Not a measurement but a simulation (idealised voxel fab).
Module name: voxel capacitor over wiring (process module)
This is section cut - it's 245 nm across, gridded in 5 nm square cells.
Each cross-section below is a grid of square cells, stated as bands in top-down order, with one or more rows of cells making up each band. In this notation a band is specified by the heights of its top and bottom, in that order and in nm, after which its materials appear from left to right, each paired with its width in nm. The word "throughout" attached to a single material means that material fills the band from edge to edge; the word "empty" stands for empty space. The reference from which all heights are counted is 0, the level beneath which the as-received wafer is entirely one material; the lowest band, having no lower bound, proceeds downward and is written after the example "top 0, no bottom". The expression "30..40" gives the width at the extremes of the band, the first number at its top row of cells and the second at its bottom row, with the width changing by equal amounts from each row to the next in between. "all unchanged" (step): cross-section cells unchanged, all of them. In the "Unvented cavities" entry, you get each enclosed empty space of 8 cells or more, one with no open way to the top, written width x height at distance, distance from the left edge, in nm. That trailing text on a step's line, after the settings, is the simulator's own remark on the step. overlay nm, on a step with a mask: how far to the right of its planned place the mask lay; to the left if negative.
### This section lists the process steps that were planned
1,RECEIVE, material Si
2,CONFORMAL_DEP, material SiO2, thk nm 15
3,DIRECTIONAL_DEP, material TiN, thk nm 5
4,DIRECTIONAL_DEP, material W, thk nm 15
5,MASKED_ETCH, tone cover, mask id METAL_1, width nm 20, pitch nm 85, etch materials W, depth nm 15, overlay nm 0
6,MASKED_ETCH, tone cover, mask id METAL_1, width nm 20, pitch nm 85, etch materials TiN, depth nm 5, overlay nm 0
7,CONFORMAL_DEP, material SiN, thk nm 5
8,FILL_DEP, material lowk, thk nm 10
9,CMP, height nm 35
10,CONFORMAL_DEP, material SiCN, thk nm 5
11,DIRECTIONAL_DEP, material lowk, thk nm 20
12,MASKED_ETCH, tone open, mask id PLUG_1, width nm 15, etch materials lowk, depth nm 20, overlay nm 0
13,MASKED_ETCH, tone open, mask id PLUG_1, width nm 15, etch materials SiCN, depth nm 5, overlay nm 0
14,EPI, material Ru, thk nm 10
15,EPI, material Ru, thk nm 10
16,EPI, material Ru, thk nm 5
17,DIRECTIONAL_DEP, material TiN, thk nm 5
18,DIRECTIONAL_DEP, material Al2O3, thk nm 5
19,DIRECTIONAL_DEP, material TiN, thk nm 5
20,PATTERN, tone cover, mask id UPPER_PLATE, material resist, width nm 70, thk nm 15, overlay nm 0
21,DIRECTIONAL_ETCH, etch materials TiN, depth nm 5
22,DIRECTIONAL_ETCH, etch materials Al2O3, depth nm 5
23,STRIP, etch materials resist
24,PATTERN, tone cover, mask id LOWER_PLATE, material resist, width nm 80, thk nm 20, overlay nm 0
25,DIRECTIONAL_ETCH, etch materials TiN, depth nm 5
26,STRIP, etch materials resist
27,FILL_DEP, material SiO2, thk nm 20
28,CMP, height nm 90
29,MASKED_ETCH, tone open, mask id PLUG_2, width nm 15, etch materials SiO2, depth nm 15, overlay nm 0
30,CONFORMAL_DEP, material TiN, thk nm 5
31,FILL_DEP, material Ru, thk nm 10
32,CMP, height nm 90
33,CONFORMAL_DEP, material SiN, thk nm 5
### As received (post step 1): cross-section
* top 0, no bottom: Si throughout
* Unvented cavities: none
### End-of-module cross-section of the first of two wafers, processed as planned
* top 95, bottom 90: SiN throughout
* top 90, bottom 80: SiO2=85; TiN=5; Ru=5; TiN=5; SiO2=145
* top 80, bottom 70: SiO2=85..75; TiN=15..70; SiO2=145..100
* top 70, bottom 65: SiO2=75; Al2O3=70; SiO2=100
* top 65, bottom 60: SiO2=70; TiN=80; SiO2=95
* top 60, bottom 40: lowk=75; Ru=15; lowk=155
* top 40, bottom 35: SiCN=75; Ru=15; SiCN=155
* top 35, bottom 20: lowk=65; SiN=5; W=20; SiN=5; lowk=55; SiN=5; W=20; SiN=5; lowk=65
* top 20, bottom 15: SiN=70; TiN=20; SiN=65; TiN=20; SiN=70
* top 15, bottom 0: SiO2 throughout
* top 0, no bottom: Si throughout
* Unvented cavities: none
### End-of-module cross-section of the second wafer: identical starting point and process plan to the first, with one processing mistake
* top 95, bottom 90: SiN throughout
* top 90, bottom 80: SiO2=85; TiN=5; Ru=5; TiN=5; SiO2=145
* top 80, bottom 70: SiO2=85..75; TiN=15..70; SiO2=145..100
* top 70, bottom 65: SiO2=75; Al2O3=70; SiO2=100
* top 65, bottom 60: SiO2=70; TiN=80; SiO2=95
* top 60, bottom 40: lowk=75; Ru=15; lowk=155
* top 40, bottom 35: SiCN=75; Ru=15; SiCN=155
* top 35, bottom 25: lowk=55; SiN=5; W=20; SiN=5; lowk=55; SiN=5; W=20; SiN=5; lowk=75
* top 25, bottom 20: lowk=55; SiN=5; W=20; SiN=15; lowk=45; SiN=5; W=20; SiN=15; lowk=65
* top 20, bottom 15: SiN=60; TiN=30; SiN=55; TiN=30; SiN=70
* top 15, bottom 0: SiO2 throughout
* top 0, no bottom: Si throughout
* Unvented cavities: none
What was the processing mistake? step 5 ran with different settings than intended, the actual operation and settings being MASKED_ETCH, tone cover, mask id METAL_1, width nm 20, pitch nm 85, etch materials W, depth nm 15, overlay nm -10
Bottom line after processing is that, in cells, the second wafer is up or down on some materials versus the first: TiN +4 | lowk -4
